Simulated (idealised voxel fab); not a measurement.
Title: Process Module voxel wiring stack
260 nm wide, 5 nm square cells: that's cross-section cut.
A cross-section is a grid of square cells, given in bands from the top down. A band is one or more rows of cells. Look at the band entry: it leads with the top's height and the bottom's height in nm. Then it lists the materials left to right, with a width in nm for each. The word "full width" on a single material says that material fills the band edge to edge. The word "empty" is empty space. Zero point of the height axis is 0; under it, received wafer = one material. Lowest band: continues down indefinitely, "0..down". Width spec "30 to 40" -> top row of cells at first value, bottom row at second value, equal per-row change in between. Step marked "nothing changed"? Then no cell in the cross-section changed in it. Enclosed voids (no open way to top), threshold 8 cells or more, entry "Closed void table", notation width x height at distance, distance from left edge, nm. Note: text after step settings on the step line = simulator remark on that step. "overlay nm", when on a step's line for a step with a mask, measures how far to the right of its planned place the mask lay; a negative measure means to the left.

# Planned process steps
1. RECEIVE with material Si
2. CONFORMAL_DEP with material SiO2, thk nm 10
3. CONFORMAL_DEP with material SiCN, thk nm 5
4. DIRECTIONAL_DEP with material SiO2, thk nm 15
5. PATTERN with tone open, mask id METAL_1, material resist, width nm 30, pitch nm 55, thk nm 20, overlay nm 0
6. DIRECTIONAL_ETCH with etch materials SiO2, depth nm 15
7. DIRECTIONAL_ETCH with etch materials SiCN, depth nm 5
8. STRIP with etch materials resist
9. CONFORMAL_DEP with material TiN, thk nm 5
10. FILL_DEP with material Cu, thk nm 5
11. CMP with height nm 30
12. CONFORMAL_DEP with material SiCN, thk nm 5
13. DIRECTIONAL_DEP with material SiO2, thk nm 20
14. MASKED_ETCH with tone open, mask id PLUG_1, width nm 15, pitch nm 55, etch materials SiO2, depth nm 20, overlay nm 0
15. MASKED_ETCH with tone open, mask id PLUG_1, width nm 15, pitch nm 55, etch materials SiCN, depth nm 5, overlay nm 0
16. EPI with material Ru, thk nm 10
17. EPI with material Ru, thk nm 10
18. EPI with material Ru, thk nm 5
19. CONFORMAL_DEP with material SiCN, thk nm 5
20. DIRECTIONAL_DEP with material lowk, thk nm 20
21. PATTERN with tone open, mask id METAL_2, material resist, width nm 30, pitch nm 55, thk nm 20, overlay nm 0
22. DIRECTIONAL_ETCH with etch materials lowk, depth nm 20
23. DIRECTIONAL_ETCH with etch materials SiCN, depth nm 5
24. STRIP with etch materials resist
25. CONFORMAL_DEP with material TiN, thk nm 5
26. FILL_DEP with material Cu, thk nm 10
27. CMP with height nm 80
28. CONFORMAL_DEP with material SiCN, thk nm 5
29. DIRECTIONAL_DEP with material lowk, thk nm 30
30. MASKED_ETCH with tone open, mask id METAL_3_HOLES, width nm 15, pitch nm 55, etch materials lowk, depth nm 30, overlay nm 0
31. MASKED_ETCH with tone open, mask id METAL_3, width nm 30, pitch nm 55, etch materials lowk, depth nm 20, overlay nm 0
32. MASKED_ETCH with tone open, mask id METAL_3, width nm 30, pitch nm 55, etch materials SiCN, depth nm 5, overlay nm 0
33. CONFORMAL_DEP with material TiN, thk nm 5
34. FILL_DEP with material Cu, thk nm 5
35. CMP with height nm 115
36. CONFORMAL_DEP with material SiCN, thk nm 5
37. DIRECTIONAL_DEP with material lowk, thk nm 10
38. DIRECTIONAL_DEP with material aC, thk nm 10
39. PATTERN with tone open, mask id PLUG_3, material resist, width nm 15, thk nm 25, overlay nm 0
40. DIRECTIONAL_ETCH with etch materials aC, depth nm 10
41. STRIP with etch materials resist
42. DIRECTIONAL_ETCH with etch materials lowk, depth nm 10
43. DIRECTIONAL_ETCH with etch materials SiCN, depth nm 5
44. STRIP with etch materials aC
45. CONFORMAL_DEP with material TiN, thk nm 5
46. FILL_DEP with material W, thk nm 10
47. CMP with height nm 130
48. CONFORMAL_DEP with material SiN, thk nm 5
49. DIRECTIONAL_DEP with material lowk, thk nm 25
50. MASKED_ETCH with tone open, mask id METAL_4, width nm 30, pitch nm 55, etch materials lowk, depth nm 25, overlay nm 0
51. MASKED_ETCH with tone open, mask id METAL_4, width nm 30, pitch nm 55, etch materials SiN, depth nm 5, overlay nm 0
52. CONFORMAL_DEP with material TiN, thk nm 5
53. FILL_DEP with material Cu, thk nm 5
54. CMP with height nm 160
55. EPI with material Ru, thk nm 5
56. FILL_DEP with material SiCN, thk nm 5

# The first of two wafers, run as planned

# Cross-section of the wafer at receipt, which is the condition after step 1
  0..down  Si full width
  Closed void table: none

# So this is the wafer cross-section right after step 2
  10..0  SiO2 full width
  Below 0, the layers are the same as they were.

# So this is the wafer cross-section right after step 3
  15..10  SiCN full width
  Below 10, the layers are the same as they were.

# So this is the wafer cross-section right after step 4
  30..15  SiO2 full width
  Below 15, the layers are the same as they were.

# So this is the wafer cross-section right after step 5
  50..30  85 of resist; 30 of empty; 25 of resist; 30 of empty; 90 of resist
  Below 30, the layers are the same as they were.

# So this is the wafer cross-section right after step 6
  50..30  85 of resist; 30 of empty; 25 of resist; 30 of empty; 90 of resist
  30..15  85 of SiO2; 30 of empty; 25 of SiO2; 30 of empty; 90 of SiO2
  Below 15, the layers are the same as they were.

# So this is the wafer cross-section right after step 7
  50..30  85 of resist; 30 of empty; 25 of resist; 30 of empty; 90 of resist
  30..15  85 of SiO2; 30 of empty; 25 of SiO2; 30 of empty; 90 of SiO2
  15..10  85 of SiCN; 30 of empty; 25 of SiCN; 30 of empty; 90 of SiCN
  Below 10, the layers are the same as they were.

# So this is the wafer cross-section right after step 8
  30..15  85 of SiO2; 30 of empty; 25 of SiO2; 30 of empty; 90 of SiO2
  Below 15, the layers are the same as they were.

# So this is the wafer cross-section right after step 9
  35..30  90 of TiN; 20 of empty; 35 of TiN; 20 of empty; 95 of TiN
  30..15  85 of SiO2; 5 of TiN; 20 of empty; 5 of TiN; 25 of SiO2; 5 of TiN; 20 of empty; 5 of TiN; 90 of SiO2
  15..10  85 of SiCN; 30 of TiN; 25 of SiCN; 30 of TiN; 90 of SiCN
  Below 10, the layers are the same as they were.

# So this is the wafer cross-section right after step 10
  40..35  Cu full width
  35..30  90 of TiN; 20 of Cu; 35 of TiN; 20 of Cu; 95 of TiN
  30..15  85 of SiO2; 5 of TiN; 20 of Cu; 5 of TiN; 25 of SiO2; 5 of TiN; 20 of Cu; 5 of TiN; 90 of SiO2
  Below 15, the layers are the same as they were.

# So this is the wafer cross-section right after step 11
  30..15  85 of SiO2; 5 of TiN; 20 of Cu; 5 of TiN; 25 of SiO2; 5 of TiN; 20 of Cu; 5 of TiN; 90 of SiO2
  Below 15, the layers are the same as they were.

# So this is the wafer cross-section right after step 12
  35..30  SiCN full width
  Below 30, the layers are the same as they were.

# So this is the wafer cross-section right after step 13
  55..35  SiO2 full width
  Below 35, the layers are the same as they were.

# So this is the wafer cross-section right after step 14
  55..35  85 of SiO2; 15 of empty; 40 of SiO2; 15 of empty; 105 of SiO2
  Below 35, the layers are the same as they were.

# So this is the wafer cross-section right after step 15
  55..35  85 of SiO2; 15 of empty; 40 of SiO2; 15 of empty; 105 of SiO2
  35..30  85 of SiCN; 15 of empty; 40 of SiCN; 15 of empty; 105 of SiCN
  Below 30, the layers are the same as they were.

# So this is the wafer cross-section right after step 16
  55..40  85 of SiO2; 15 of empty; 40 of SiO2; 15 of empty; 105 of SiO2
  40..35  85 of SiO2; 15 of Ru; 40 of SiO2; 15 of Ru; 105 of SiO2
  35..30  85 of SiCN; 15 of Ru; 40 of SiCN; 15 of Ru; 105 of SiCN
  Below 30, the layers are the same as they were.

# So this is the wafer cross-section right after step 17
  55..50  85 of SiO2; 15 of empty; 40 of SiO2; 15 of empty; 105 of SiO2
  50..35  85 of SiO2; 15 of Ru; 40 of SiO2; 15 of Ru; 105 of SiO2
  Below 35, the layers are the same as they were.

# So this is the wafer cross-section right after step 18
  55..35  85 of SiO2; 15 of Ru; 40 of SiO2; 15 of Ru; 105 of SiO2
  Below 35, the layers are the same as they were.

# So this is the wafer cross-section right after step 19
  60..55  SiCN full width
  Below 55, the layers are the same as they were.

# So this is the wafer cross-section right after step 20
  80..60  lowk full width
  Below 60, the layers are the same as they were.

# So this is the wafer cross-section right after step 21
  100..80  85 of resist; 30 of empty; 25 of resist; 30 of empty; 90 of resist
  Below 80, the layers are the same as they were.

# So this is the wafer cross-section right after step 22
  100..80  85 of resist; 30 of empty; 25 of resist; 30 of empty; 90 of resist
  80..60  85 of lowk; 30 of empty; 25 of lowk; 30 of empty; 90 of lowk
  Below 60, the layers are the same as they were.

# So this is the wafer cross-section right after step 23
  100..80  85 of resist; 30 of empty; 25 of resist; 30 of empty; 90 of resist
  80..60  85 of lowk; 30 of empty; 25 of lowk; 30 of empty; 90 of lowk
  60..55  85 of SiCN; 30 of empty; 25 of SiCN; 30 of empty; 90 of SiCN
  Below 55, the layers are the same as they were.

# So this is the wafer cross-section right after step 24
  80..60  85 of lowk; 30 of empty; 25 of lowk; 30 of empty; 90 of lowk
  Below 60, the layers are the same as they were.

# So this is the wafer cross-section right after step 25
  85..80  90 of TiN; 20 of empty; 35 of TiN; 20 of empty; 95 of TiN
  80..60  85 of lowk; 5 of TiN; 20 of empty; 5 of TiN; 25 of lowk; 5 of TiN; 20 of empty; 5 of TiN; 90 of lowk
  60..55  85 of SiCN; 30 of TiN; 25 of SiCN; 30 of TiN; 90 of SiCN
  Below 55, the layers are the same as they were.

# So this is the wafer cross-section right after step 26
  95..85  Cu full width
  85..80  90 of TiN; 20 of Cu; 35 of TiN; 20 of Cu; 95 of TiN
  80..60  85 of lowk; 5 of TiN; 20 of Cu; 5 of TiN; 25 of lowk; 5 of TiN; 20 of Cu; 5 of TiN; 90 of lowk
  Below 60, the layers are the same as they were.

# So this is the wafer cross-section right after step 27
  80..60  85 of lowk; 5 of TiN; 20 of Cu; 5 of TiN; 25 of lowk; 5 of TiN; 20 of Cu; 5 of TiN; 90 of lowk
  Below 60, the layers are the same as they were.

# So this is the wafer cross-section right after step 28
  85..80  SiCN full width
  Below 80, the layers are the same as they were.

# So this is the wafer cross-section right after step 29
  115..85  lowk full width
  Below 85, the layers are the same as they were.

# So this is the wafer cross-section right after step 30
  115..85  85 of lowk; 15 of empty; 40 of lowk; 15 of empty; 105 of lowk
  Below 85, the layers are the same as they were.

# So this is the wafer cross-section right after step 31
  115..95  85 of lowk; 30 of empty; 25 of lowk; 30 of empty; 90 of lowk
  Below 95, the layers are the same as they were.

# So this is the wafer cross-section right after step 32
  115..95  85 of lowk; 30 of empty; 25 of lowk; 30 of empty; 90 of lowk
  95..85  85 of lowk; 15 of empty; 40 of lowk; 15 of empty; 105 of lowk
  85..80  85 of SiCN; 15 of empty; 40 of SiCN; 15 of empty; 105 of SiCN
  Below 80, the layers are the same as they were.

# So this is the wafer cross-section right after step 33
  120..115  90 of TiN; 20 of empty; 35 of TiN; 20 of empty; 95 of TiN
  115..100  85 of lowk; 5 of TiN; 20 of empty; 5 of TiN; 25 of lowk; 5 of TiN; 20 of empty; 5 of TiN; 90 of lowk
  100..95  85 of lowk; 5 of TiN; 5 of empty; 20 of TiN; 25 of lowk; 5 of TiN; 5 of empty; 20 of TiN; 90 of lowk
  95..85  85 of lowk; 5 of TiN; 5 of empty; 5 of TiN; 40 of lowk; 5 of TiN; 5 of empty; 5 of TiN; 105 of lowk
  85..80  85 of SiCN; 15 of TiN; 40 of SiCN; 15 of TiN; 105 of SiCN
  Below 80, the layers are the same as they were.

# So this is the wafer cross-section right after step 34
  125..120  Cu full width
  120..115  90 of TiN; 20 of Cu; 35 of TiN; 20 of Cu; 95 of TiN
  115..100  85 of lowk; 5 of TiN; 20 of Cu; 5 of TiN; 25 of lowk; 5 of TiN; 20 of Cu; 5 of TiN; 90 of lowk
  100..95  85 of lowk; 5 of TiN; 5 of Cu; 20 of TiN; 25 of lowk; 5 of TiN; 5 of Cu; 20 of TiN; 90 of lowk
  95..85  85 of lowk; 5 of TiN; 5 of Cu; 5 of TiN; 40 of lowk; 5 of TiN; 5 of Cu; 5 of TiN; 105 of lowk
  Below 85, the layers are the same as they were.

# So this is the wafer cross-section right after step 35
  115..100  85 of lowk; 5 of TiN; 20 of Cu; 5 of TiN; 25 of lowk; 5 of TiN; 20 of Cu; 5 of TiN; 90 of lowk
  Below 100, the layers are the same as they were.

# So this is the wafer cross-section right after step 36
  120..115  SiCN full width
  Below 115, the layers are the same as they were.

# So this is the wafer cross-section right after step 37
  130..120  lowk full width
  Below 120, the layers are the same as they were.

# So this is the wafer cross-section right after step 38
  140..130  aC full width
  Below 130, the layers are the same as they were.

# So this is the wafer cross-section right after step 39
  165..140  85 of resist; 15 of empty; 160 of resist
  Below 140, the layers are the same as they were.

# So this is the wafer cross-section right after step 40
  155..140  85 of resist; 15 of empty; 160 of resist
  140..130  85 of aC; 15 of empty; 160 of aC
  Below 130, the layers are the same as they were.

# So this is the wafer cross-section right after step 41
  140..130  85 of aC; 15 of empty; 160 of aC
  Below 130, the layers are the same as they were.

# So this is the wafer cross-section right after step 42
  140..130  85 of aC; 15 of empty; 160 of aC
  130..120  85 of lowk; 15 of empty; 160 of lowk
  Below 120, the layers are the same as they were.

# So this is the wafer cross-section right after step 43
  140..130  85 of aC; 15 of empty; 160 of aC
  130..120  85 of lowk; 15 of empty; 160 of lowk
  120..115  85 of SiCN; 15 of empty; 160 of SiCN
  Below 115, the layers are the same as they were.

# So this is the wafer cross-section right after step 44
  130..120  85 of lowk; 15 of empty; 160 of lowk
  Below 120, the layers are the same as they were.

# So this is the wafer cross-section right after step 45
  135..130  90 of TiN; 5 of empty; 165 of TiN
  130..120  85 of lowk; 5 of TiN; 5 of empty; 5 of TiN; 160 of lowk
  120..115  85 of SiCN; 15 of TiN; 160 of SiCN
  Below 115, the layers are the same as they were.

# So this is the wafer cross-section right after step 46
  145..135  W full width
  135..130  90 of TiN; 5 of W; 165 of TiN
  130..120  85 of lowk; 5 of TiN; 5 of W; 5 of TiN; 160 of lowk
  Below 120, the layers are the same as they were.

# So this is the wafer cross-section right after step 47
  130..120  85 of lowk; 5 of TiN; 5 of W; 5 of TiN; 160 of lowk
  Below 120, the layers are the same as they were.

# So this is the wafer cross-section right after step 48
  135..130  SiN full width
  Below 130, the layers are the same as they were.

# So this is the wafer cross-section right after step 49
  160..135  lowk full width
  Below 135, the layers are the same as they were.

# So this is the wafer cross-section right after step 50
  160..135  85 of lowk; 30 of empty; 25 of lowk; 30 of empty; 90 of lowk
  Below 135, the layers are the same as they were.

# So this is the wafer cross-section right after step 51
  160..135  85 of lowk; 30 of empty; 25 of lowk; 30 of empty; 90 of lowk
  135..130  85 of SiN; 30 of empty; 25 of SiN; 30 of empty; 90 of SiN
  Below 130, the layers are the same as they were.

# So this is the wafer cross-section right after step 52
  165..160  90 of TiN; 20 of empty; 35 of TiN; 20 of empty; 95 of TiN
  160..135  85 of lowk; 5 of TiN; 20 of empty; 5 of TiN; 25 of lowk; 5 of TiN; 20 of empty; 5 of TiN; 90 of lowk
  135..130  85 of SiN; 30 of TiN; 25 of SiN; 30 of TiN; 90 of SiN
  Below 130, the layers are the same as they were.

# So this is the wafer cross-section right after step 53
  170..165  Cu full width
  165..160  90 of TiN; 20 of Cu; 35 of TiN; 20 of Cu; 95 of TiN
  160..135  85 of lowk; 5 of TiN; 20 of Cu; 5 of TiN; 25 of lowk; 5 of TiN; 20 of Cu; 5 of TiN; 90 of lowk
  Below 135, the layers are the same as they were.

# So this is the wafer cross-section right after step 54
  160..135  85 of lowk; 5 of TiN; 20 of Cu; 5 of TiN; 25 of lowk; 5 of TiN; 20 of Cu; 5 of TiN; 90 of lowk
  Below 135, the layers are the same as they were.

# So this is the wafer cross-section right after step 55
  165..160  80 of empty; 40 of Ru; 15 of empty; 40 of Ru; 85 of empty
  Below 160, the layers are the same as they were.

# So this is the wafer cross-section right after step 56
  170..165  SiCN full width
  165..160  80 of SiCN; 40 of Ru; 15 of SiCN; 40 of Ru; 85 of SiCN
  Below 160, the layers are the same as they were.

# Wafer two. Same start, same plan, one slip in execution. Same as wafer one through step 29, inclusive

# The second wafer in cross-section, at the planned close of step 30
  115..85  85 of lowk; 20 of empty; 35 of lowk; 20 of empty; 100 of lowk
  Below 85, the layers are the same as they were.

# The second wafer in cross-section, at the planned close of step 31
  115..95  85 of lowk; 30 of empty; 25 of lowk; 30 of empty; 90 of lowk
  Below 95, the layers are the same as they were.

# The second wafer in cross-section, at the planned close of step 32
  115..95  85 of lowk; 30 of empty; 25 of lowk; 30 of empty; 90 of lowk
  95..85  85 of lowk; 20 of empty; 35 of lowk; 20 of empty; 100 of lowk
  85..80  85 of SiCN; 20 of empty; 35 of SiCN; 20 of empty; 100 of SiCN
  Below 80, the layers are the same as they were.

# The second wafer in cross-section, at the planned close of step 33
  120..115  90 of TiN; 20 of empty; 35 of TiN; 20 of empty; 95 of TiN
  115..100  85 of lowk; 5 of TiN; 20 of empty; 5 of TiN; 25 of lowk; 5 of TiN; 20 of empty; 5 of TiN; 90 of lowk
  100..95  85 of lowk; 5 of TiN; 10 of empty; 15 of TiN; 25 of lowk; 5 of TiN; 10 of empty; 15 of TiN; 90 of lowk
  95..85  85 of lowk; 5 of TiN; 10 of empty; 5 of TiN; 35 of lowk; 5 of TiN; 10 of empty; 5 of TiN; 100 of lowk
  85..80  85 of SiCN; 20 of TiN; 35 of SiCN; 20 of TiN; 100 of SiCN
  Below 80, the layers are the same as they were.

# The second wafer in cross-section, at the planned close of step 34
  125..120  Cu full width
  120..115  90 of TiN; 20 of Cu; 35 of TiN; 20 of Cu; 95 of TiN
  115..100  85 of lowk; 5 of TiN; 20 of Cu; 5 of TiN; 25 of lowk; 5 of TiN; 20 of Cu; 5 of TiN; 90 of lowk
  100..95  85 of lowk; 5 of TiN; 10 of Cu; 15 of TiN; 25 of lowk; 5 of TiN; 10 of Cu; 15 of TiN; 90 of lowk
  95..85  85 of lowk; 5 of TiN; 10 of Cu; 5 of TiN; 35 of lowk; 5 of TiN; 10 of Cu; 5 of TiN; 100 of lowk
  Below 85, the layers are the same as they were.

# The second wafer in cross-section, at the planned close of step 35
  115..100  85 of lowk; 5 of TiN; 20 of Cu; 5 of TiN; 25 of lowk; 5 of TiN; 20 of Cu; 5 of TiN; 90 of lowk
  Below 100, the layers are the same as they were.

# The second wafer in cross-section, at the planned close of step 36
  120..115  SiCN full width
  Below 115, the layers are the same as they were.

# The second wafer in cross-section, at the planned close of step 37
  130..120  lowk full width
  Below 120, the layers are the same as they were.

# The second wafer in cross-section, at the planned close of step 38
  140..130  aC full width
  Below 130, the layers are the same as they were.

# The second wafer in cross-section, at the planned close of step 39
  165..140  85 of resist; 15 of empty; 160 of resist
  Below 140, the layers are the same as they were.

# The second wafer in cross-section, at the planned close of step 40
  155..140  85 of resist; 15 of empty; 160 of resist
  140..130  85 of aC; 15 of empty; 160 of aC
  Below 130, the layers are the same as they were.

# The second wafer in cross-section, at the planned close of step 41
  140..130  85 of aC; 15 of empty; 160 of aC
  Below 130, the layers are the same as they were.

# The second wafer in cross-section, at the planned close of step 42
  140..130  85 of aC; 15 of empty; 160 of aC
  130..120  85 of lowk; 15 of empty; 160 of lowk
  Below 120, the layers are the same as they were.

# The second wafer in cross-section, at the planned close of step 43
  140..130  85 of aC; 15 of empty; 160 of aC
  130..120  85 of lowk; 15 of empty; 160 of lowk
  120..115  85 of SiCN; 15 of empty; 160 of SiCN
  Below 115, the layers are the same as they were.

# The second wafer in cross-section, at the planned close of step 44
  130..120  85 of lowk; 15 of empty; 160 of lowk
  Below 120, the layers are the same as they were.

# The second wafer in cross-section, at the planned close of step 45
  135..130  90 of TiN; 5 of empty; 165 of TiN
  130..120  85 of lowk; 5 of TiN; 5 of empty; 5 of TiN; 160 of lowk
  120..115  85 of SiCN; 15 of TiN; 160 of SiCN
  Below 115, the layers are the same as they were.

# The second wafer in cross-section, at the planned close of step 46
  145..135  W full width
  135..130  90 of TiN; 5 of W; 165 of TiN
  130..120  85 of lowk; 5 of TiN; 5 of W; 5 of TiN; 160 of lowk
  Below 120, the layers are the same as they were.

# The second wafer in cross-section, at the planned close of step 47
  130..120  85 of lowk; 5 of TiN; 5 of W; 5 of TiN; 160 of lowk
  Below 120, the layers are the same as they were.

# The second wafer in cross-section, at the planned close of step 48
  135..130  SiN full width
  Below 130, the layers are the same as they were.

# The second wafer in cross-section, at the planned close of step 49
  160..135  lowk full width
  Below 135, the layers are the same as they were.

# The second wafer in cross-section, at the planned close of step 50
  160..135  85 of lowk; 30 of empty; 25 of lowk; 30 of empty; 90 of lowk
  Below 135, the layers are the same as they were.

# The second wafer in cross-section, at the planned close of step 51
  160..135  85 of lowk; 30 of empty; 25 of lowk; 30 of empty; 90 of lowk
  135..130  85 of SiN; 30 of empty; 25 of SiN; 30 of empty; 90 of SiN
  Below 130, the layers are the same as they were.

# The second wafer in cross-section, at the planned close of step 52
  165..160  90 of TiN; 20 of empty; 35 of TiN; 20 of empty; 95 of TiN
  160..135  85 of lowk; 5 of TiN; 20 of empty; 5 of TiN; 25 of lowk; 5 of TiN; 20 of empty; 5 of TiN; 90 of lowk
  135..130  85 of SiN; 30 of TiN; 25 of SiN; 30 of TiN; 90 of SiN
  Below 130, the layers are the same as they were.

# The second wafer in cross-section, at the planned close of step 53
  170..165  Cu full width
  165..160  90 of TiN; 20 of Cu; 35 of TiN; 20 of Cu; 95 of TiN
  160..135  85 of lowk; 5 of TiN; 20 of Cu; 5 of TiN; 25 of lowk; 5 of TiN; 20 of Cu; 5 of TiN; 90 of lowk
  Below 135, the layers are the same as they were.

# The second wafer in cross-section, at the planned close of step 54
  160..135  85 of lowk; 5 of TiN; 20 of Cu; 5 of TiN; 25 of lowk; 5 of TiN; 20 of Cu; 5 of TiN; 90 of lowk
  Below 135, the layers are the same as they were.

# The second wafer in cross-section, at the planned close of step 55
  165..160  80 of empty; 40 of Ru; 15 of empty; 40 of Ru; 85 of empty
  Below 160, the layers are the same as they were.

# The second wafer in cross-section, at the planned close of step 56
  170..165  SiCN full width
  165..160  80 of SiCN; 40 of Ru; 15 of SiCN; 40 of Ru; 85 of SiCN
  Below 160, the layers are the same as they were.
Error vs. plan: step 30 was processed under conditions differing from the plan, specifically as MASKED_ETCH with tone open, mask id METAL_3_HOLES, width nm 20, pitch nm 55, etch materials lowk, depth nm 30, overlay nm 0
Final comparison by cell count, materials where the second wafer has more or fewer than the first: +6 Cu; -2 SiCN; -4 lowk
